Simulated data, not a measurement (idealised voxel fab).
Title: Process Module voxel spacer lines
We display cut, a cross-section 190 nm in width whose square cells are each 5 nm.
Format of a cross-section: grid, square cells. Given as bands. Order: top down. Band: one or more rows of cells. Look at the band entry: it leads with the top's height and the bottom's height in nm. Then it lists the materials left to right, with a width in nm for each. The word "full width" on a single material says that material fills the band edge to edge. The word "air" is empty space. A quick word on heights: they are counted from 0, and under that level the wafer as it came to us is one material throughout. The lowest band is different from the rest in having no bottom; it simply continues downward, written as in "0 nm and below". Width: "30 to 40" (first number = top row, second number = bottom row, same change from row to row of cells). When a step is marked "all unchanged", none of the cells in the cross-section changed during that step. The list in "Closed void table" covers empty spaces of 8 cells or more that cannot reach the top through any open way, and it gives each as width x height at distance; the distance is from the left edge, and width, height and distance are in nm. It should be noted that, on the line of a given step, the content following the step's settings is a remark produced by the simulator itself with respect to that step. overlay nm: step with mask; distance mask lay right of planned place; negative value = left of planned place.
### Planned process steps
1 RECEIVE [material Si]
2 CONFORMAL_DEP [material Al2O3] [thk nm 10]
3 DIRECTIONAL_DEP [material polySi] [thk nm 10]
4 DIRECTIONAL_DEP [material aC] [thk nm 20]
5 PATTERN [tone cover] [mask id MANDREL] [material resist] [width nm 20] [pitch nm 70] [thk nm 25] [overlay nm 0]
6 DIRECTIONAL_ETCH [etch materials aC] [depth nm 20]
7 STRIP [etch materials resist]
8 CONFORMAL_DEP [material SiO2] [thk nm 15]
9 DIRECTIONAL_ETCH [etch materials SiO2] [depth nm 15]
10 STRIP [etch materials aC]
11 DIRECTIONAL_ETCH [etch materials polySi] [depth nm 10]
12 STRIP [etch materials SiO2]
13 FILL_DEP [material lowk] [thk nm 10]
14 CMP [height nm 20]
### The following pertains to the first of two wafers, which was processed as planned
### Wafer as received: cross-section following step 1
- 0 nm and below | Si full width
- Closed void table: none
### The following cross-section depicts the wafer upon completion of step 2
- 10 nm to 0 nm | Al2O3 full width
- Below 0 it's all the same as before, nothing changed down there.
### The following cross-section depicts the wafer upon completion of step 3
- 20 nm to 10 nm | polySi full width
- Below 10 it's all the same as before, nothing changed down there.
### The following cross-section depicts the wafer upon completion of step 4
- 40 nm to 20 nm | aC full width
- Below 20 it's all the same as before, nothing changed down there.
### The following cross-section depicts the wafer upon completion of step 5
- 65 nm to 40 nm | 15 nm air, 20 nm resist, 50 nm air, 20 nm resist, 50 nm air, 20 nm resist, 15 nm air
- Below 40 it's all the same as before, nothing changed down there.
### The following cross-section depicts the wafer upon completion of step 6
- 45 nm to 40 nm | 15 nm air, 20 nm resist, 50 nm air, 20 nm resist, 50 nm air, 20 nm resist, 15 nm air
- 40 nm to 20 nm | 15 nm air, 20 nm aC, 50 nm air, 20 nm aC, 50 nm air, 20 nm aC, 15 nm air
- Below 20 it's all the same as before, nothing changed down there.
### The following cross-section depicts the wafer upon completion of step 7
- 40 nm to 20 nm | 15 nm air, 20 nm aC, 50 nm air, 20 nm aC, 50 nm air, 20 nm aC, 15 nm air
- Below 20 it's all the same as before, nothing changed down there.
### The following cross-section depicts the wafer upon completion of step 8
- 55 nm to 40 nm | 50 nm SiO2, 20 nm air, 50 nm SiO2, 20 nm air, 50 nm SiO2
- 40 nm to 35 nm | 15 nm SiO2, 20 nm aC, 15 nm SiO2, 20 nm air, 15 nm SiO2, 20 nm aC, 15 nm SiO2, 20 nm air, 15 nm SiO2, 20 nm aC, 15 nm SiO2
- 35 nm to 20 nm | 15 nm SiO2, 20 nm aC, 50 nm SiO2, 20 nm aC, 50 nm SiO2, 20 nm aC, 15 nm SiO2
- Below 20 it's all the same as before, nothing changed down there.
### The following cross-section depicts the wafer upon completion of step 9
- 40 nm to 20 nm | 15 nm SiO2, 20 nm aC, 15 nm SiO2, 20 nm air, 15 nm SiO2, 20 nm aC, 15 nm SiO2, 20 nm air, 15 nm SiO2, 20 nm aC, 15 nm SiO2
- Below 20 it's all the same as before, nothing changed down there.
### The following cross-section depicts the wafer upon completion of step 10
- 40 nm to 20 nm | 15 nm SiO2, 20 nm air, 15 nm SiO2, 20 nm air, 15 nm SiO2, 20 nm air, 15 nm SiO2, 20 nm air, 15 nm SiO2, 20 nm air, 15 nm SiO2
- Below 20 it's all the same as before, nothing changed down there.
### The following cross-section depicts the wafer upon completion of step 11
- 40 nm to 20 nm | 15 nm SiO2, 20 nm air, 15 nm SiO2, 20 nm air, 15 nm SiO2, 20 nm air, 15 nm SiO2, 20 nm air, 15 nm SiO2, 20 nm air, 15 nm SiO2
- 20 nm to 10 nm | 15 nm polySi, 20 nm air, 15 nm polySi, 20 nm air, 15 nm polySi, 20 nm air, 15 nm polySi, 20 nm air, 15 nm polySi, 20 nm air, 15 nm polySi
- Below 10 it's all the same as before, nothing changed down there.
### The following cross-section depicts the wafer upon completion of step 12
- 20 nm to 10 nm | 15 nm polySi, 20 nm air, 15 nm polySi, 20 nm air, 15 nm polySi, 20 nm air, 15 nm polySi, 20 nm air, 15 nm polySi, 20 nm air, 15 nm polySi
- Below 10 it's all the same as before, nothing changed down there.
### The following cross-section depicts the wafer upon completion of step 13
- 30 nm to 20 nm | lowk full width
- 20 nm to 10 nm | 15 nm polySi, 20 nm lowk, 15 nm polySi, 20 nm lowk, 15 nm polySi, 20 nm lowk, 15 nm polySi, 20 nm lowk, 15 nm polySi, 20 nm lowk, 15 nm polySi
- Below 10 it's all the same as before, nothing changed down there.
### The following cross-section depicts the wafer upon completion of step 14
- 20 nm to 10 nm | 15 nm polySi, 20 nm lowk, 15 nm polySi, 20 nm lowk, 15 nm polySi, 20 nm lowk, 15 nm polySi, 20 nm lowk, 15 nm polySi, 20 nm lowk, 15 nm polySi
- Below 10 it's all the same as before, nothing changed down there.
### Second wafer, same starting conditions and recipe as the first, one mistake in executing it, nothing differs from the first up to and including step 2
### Second wafer profile in section, at the moment step 3 of the plan was meant to be complete
- 30 nm to 10 nm | aC full width
- Below 10 it's all the same as before, nothing changed down there.
### Second wafer profile in section, at the moment step 4 of the plan was meant to be complete
- 40 nm to 30 nm | polySi full width
- Below 30 it's all the same as before, nothing changed down there.
### Second wafer profile in section, at the moment step 5 of the plan was meant to be complete
- 65 nm to 40 nm | 15 nm air, 20 nm resist, 50 nm air, 20 nm resist, 50 nm air, 20 nm resist, 15 nm air
- Below 40 it's all the same as before, nothing changed down there.
### Second wafer profile in section, at the moment step 6 of the plan was meant to be complete
- 45 nm to 40 nm | 15 nm air, 20 nm resist, 50 nm air, 20 nm resist, 50 nm air, 20 nm resist, 15 nm air
- Below 40 it's all the same as before, nothing changed down there.
### Second wafer profile in section, at the moment step 7 of the plan was meant to be complete
- 40 nm to 30 nm | polySi full width
- Below 30 it's all the same as before, nothing changed down there.
### Second wafer profile in section, at the moment step 8 of the plan was meant to be complete
- 55 nm to 40 nm | SiO2 full width
- Below 40 it's all the same as before, nothing changed down there.
### Second wafer profile in section, at the moment step 9 of the plan was meant to be complete
- 40 nm to 30 nm | polySi full width
- Below 30 it's all the same as before, nothing changed down there.
Second wafer profile in section, at the moment step 10 of the plan was meant to be complete: all unchanged
### Second wafer profile in section, at the moment step 11 of the plan was meant to be complete
- 30 nm to 10 nm | aC full width
- Below 10 it's all the same as before, nothing changed down there.
Second wafer profile in section, at the moment step 12 of the plan was meant to be complete: all unchanged
### Second wafer profile in section, at the moment step 13 of the plan was meant to be complete
- 40 nm to 30 nm | lowk full width
- Below 30 it's all the same as before, nothing changed down there.
### Second wafer profile in section, at the moment step 14 of the plan was meant to be complete
- 20 nm to 10 nm | aC full width
- Below 10 it's all the same as before, nothing changed down there.
What went wrong in running the wafer? the executed order of steps 3 and 4 is the reverse of that specified in the plan, each step having taken the other's position
End of process, cell counts, second wafer against first, materials with more or fewer: aC: 76 more; lowk: 40 fewer; polySi: 36 fewer
